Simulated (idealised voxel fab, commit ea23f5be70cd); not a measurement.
Process module heading - voxel self aligned contacts
We display cut, a cross-section 230 nm in width whose square cells are each 5 nm.
In what follows, cross-sections appear as grids of square cells, described through bands that run from the top down, where every band is one or more rows of cells.
Band: top and bottom heights (nm) first, top before bottom; then materials from left to right, widths in nm. "throughout" marks a sole material filling the band edge to edge. "air" denotes empty space.
Height 0 is the level under which the wafer as received is all one material. The lowest band goes on downwards, as in "0..down".
Read "30..40" as a graded width: first number on top, second number at the bottom, same change between each pair of neighbouring rows.
The designation "same as before", where it is given for a processing step, indicates that no cell of the cross-section was altered in the course of that step.
"Closed void register" - sealed voids, min. 8 cells, no opening to top; format: width x height at distance (distance from left edge; nm throughout).
If you see something after the settings on a step's line, that's the simulator's own remark about that step.
overlay nm: mask right of planned place by this much (step with mask). Neg. = left.
### The following list gives the planned process steps
| 1 | RECEIVE [material Si] |
| 2 | CONFORMAL_DEP [material SiO2] [thk nm 5] |
| 3 | DIRECTIONAL_DEP [material polySi] [thk nm 20] |
| 4 | DIRECTIONAL_DEP [material SiN] [thk nm 15] |
| 5 | DIRECTIONAL_DEP [material aC] [thk nm 15] |
| 6 | PATTERN [tone cover] [mask id GATE] [material resist] [width nm 30] [pitch nm 55] [thk nm 30] [overlay nm 0] |
| 7 | DIRECTIONAL_ETCH [etch materials aC] [depth nm 15] |
| 8 | STRIP [etch materials resist] |
| 9 | DIRECTIONAL_ETCH [etch materials SiN] [depth nm 15] |
| 10 | DIRECTIONAL_ETCH [etch materials polySi] [depth nm 20] |
| 11 | STRIP [etch materials aC] |
| 12 | CONFORMAL_DEP [material SiN] [thk nm 5] |
| 13 | DIRECTIONAL_ETCH [etch materials SiN] [depth nm 5] |
| 14 | FILL_DEP [material SiO2] [thk nm 15] |
| 15 | CMP [height nm 50] |
| 16 | DIRECTIONAL_DEP [material aC] [thk nm 15] |
| 17 | PATTERN [tone open] [mask id CONTACT] [material resist] [width nm 35] [pitch nm 55] [thk nm 35] [overlay nm 0] |
| 18 | DIRECTIONAL_ETCH [etch materials aC] [depth nm 15] |
| 19 | STRIP [etch materials resist] |
| 20 | DIRECTIONAL_ETCH [etch materials SiO2] [depth nm 50] |
| 21 | STRIP [etch materials aC] |
| 22 | CONFORMAL_DEP [material TiN] [thk nm 5] |
| 23 | FILL_DEP [material Ru] [thk nm 5] |
| 24 | CMP [height nm 50] |
| 25 | CONFORMAL_DEP [material SiCN] [thk nm 5] |
### Incoming wafer in cross-section (state: after step 1)
  0..down = Si throughout
  Closed void register: none
### The cross-section shown corresponds to the wafer at the conclusion of the module. The initial structure and the process plan are those presented above; however, one mistake occurred in executing the plan
  55..50 = SiCN throughout
  50..40 = 70 nm SiO2, 5 nm TiN, 25..5 nm Ru, 5..25 nm TiN, 20 nm SiO2, 5 nm TiN, 25..5 nm Ru, 5..25 nm TiN, 70 nm SiO2
  40..25 = 30 nm SiO2, 40 nm SiN, 5 nm TiN, 5 nm Ru, 5 nm TiN, 40 nm SiN, 5 nm TiN, 5 nm Ru, 5 nm TiN, 40 nm SiN, 50 nm SiO2
  25..5 = 30 nm SiO2, 5 nm SiN, 30 nm polySi, 5 nm SiN, 5 nm TiN, 5 nm Ru, 5 nm TiN, 5 nm SiN, 30 nm polySi, 5 nm SiN, 5 nm TiN, 5 nm Ru, 5 nm TiN, 5 nm SiN, 30 nm polySi, 5 nm SiN, 50 nm SiO2
  5..0 = 70 nm SiO2, 15 nm TiN, 40 nm SiO2, 15 nm TiN, 90 nm SiO2
  0..down = Si throughout
  Closed void register: none
The mistake made against the process plan was this: so step 6 ended up running with a different setting than we planned, it ran as PATTERN [tone cover] [mask id GATE] [material resist] [width nm 30] [pitch nm 55] [thk nm 30] [overlay nm -10]
